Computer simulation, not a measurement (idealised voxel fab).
Herein follows the process module entitled voxel lift off.
Displayed cross-section: cut, width of 280 nm, square cells sized 5 nm.
Throughout this document, each cross-section is represented as a grid of square cells and is presented as a sequence of bands enumerated from the top downward, where a band comprises one or more rows of cells. Quick guide to a band line: top height, bottom height (nm) up front; then every material left to right with its width in nm. Only one material and it's marked "edge to edge"? Then it fills the band edge to edge. And "empty" just means empty space. Note: height 0 marks the level under which the wafer is uniformly one material as received. Lowest band unbounded below, written "from 0 down". Note: "30 to 40" means the width goes from the first number (top row of the band) to the second number (bottom row) in equal steps per row of cells. Step note "no change occurred" = no cross-section cell changed. Closed empty spaces (no open way to the top) of 8 cells or more are what "Voids lacking openings" lists, each as width x height at distance from the left edge, nm for all three. Formally, on a step line, whatever follows the settings is a remark that the simulator itself makes on the step. overlay nm: mask offset rightward from planned place, masked step; negative means leftward offset.

Planned process steps
1. op RECEIVE | material Si
2. op CONFORMAL_DEP | material SiN | thk nm 10
3. op PATTERN | tone open | mask id LINES | material resist | width nm 30 | pitch nm 45 | thk nm 20 | overlay nm 0
4. op DIRECTIONAL_DEP | material Ru | thk nm 10
5. op STRIP | etch materials resist
6. op CONFORMAL_DEP | material SiO2 | thk nm 10

first wafer, as planned

As received (post step 1): cross-section
* from 0 down: Si edge to edge
* Voids lacking openings: none

Sectional view: wafer, after step 2
* from 10 to 0: SiN edge to edge
* Everything under 0 stays put, no change at all.

Sectional view: wafer, after step 3
* from 30 to 10: resist=55, then empty=30, then resist=15, then empty=30, then resist=15, then empty=30, then resist=15, then empty=30, then resist=60
* Everything under 10 stays put, no change at all.

Sectional view: wafer, after step 4
* from 40 to 30: Ru=55, then empty=30, then Ru=15, then empty=30, then Ru=15, then empty=30, then Ru=15, then empty=30, then Ru=60
* from 30 to 20: resist=55, then empty=30, then resist=15, then empty=30, then resist=15, then empty=30, then resist=15, then empty=30, then resist=60
* from 20 to 10: resist=55, then Ru=30, then resist=15, then Ru=30, then resist=15, then Ru=30, then resist=15, then Ru=30, then resist=60
* Everything under 10 stays put, no change at all.

Sectional view: wafer, after step 5
* from 20 to 10: empty=55, then Ru=30, then empty=15, then Ru=30, then empty=15, then Ru=30, then empty=15, then Ru=30, then empty=60
* Everything under 10 stays put, no change at all.

Sectional view: wafer, after step 6
* from 30 to 20: empty=45, then SiO2=185, then empty=50
* from 20 to 10: SiO2=55, then Ru=30, then SiO2=15, then Ru=30, then SiO2=15, then Ru=30, then SiO2=15, then Ru=30, then SiO2=60
* Everything under 10 stays put, no change at all.

Second wafer, same starting conditions and recipe as the first, one mistake in executing it, nothing differs from the first up to and including step 2

Cross-section of the second wafer at the time by which step 3 should have been completed according to the plan
* from 30 to 10: resist=60, then empty=20, then resist=25, then empty=20, then resist=25, then empty=20, then resist=25, then empty=20, then resist=65
* Everything under 10 stays put, no change at all.

Cross-section of the second wafer at the time by which step 4 should have been completed according to the plan
* from 40 to 30: Ru=60, then empty=20, then Ru=25, then empty=20, then Ru=25, then empty=20, then Ru=25, then empty=20, then Ru=65
* from 30 to 20: resist=60, then empty=20, then resist=25, then empty=20, then resist=25, then empty=20, then resist=25, then empty=20, then resist=65
* from 20 to 10: resist=60, then Ru=20, then resist=25, then Ru=20, then resist=25, then Ru=20, then resist=25, then Ru=20, then resist=65
* Everything under 10 stays put, no change at all.

Cross-section of the second wafer at the time by which step 5 should have been completed according to the plan
* from 20 to 10: empty=60, then Ru=20, then empty=25, then Ru=20, then empty=25, then Ru=20, then empty=25, then Ru=20, then empty=65
* Everything under 10 stays put, no change at all.

Cross-section of the second wafer at the time by which step 6 should have been completed according to the plan
* from 30 to 20: empty=50, then SiO2=40, then empty=5, then SiO2=40, then empty=5, then SiO2=40, then empty=5, then SiO2=40, then empty=55
* from 20 to 10: SiO2=60, then Ru=20, then SiO2=25, then Ru=20, then SiO2=25, then Ru=20, then SiO2=25, then Ru=20, then SiO2=65
* Everything under 10 stays put, no change at all.
Here's what went sideways: step 3 was run on a setting that differed from the plan, and what really ran there is op PATTERN | tone open | mask id LINES | material resist | width nm 20 | pitch nm 45 | thk nm 20 | overlay nm 0
End check, counted in cells, second wafer has more or fewer of these materials than the first: -16 Ru, +6 SiO2
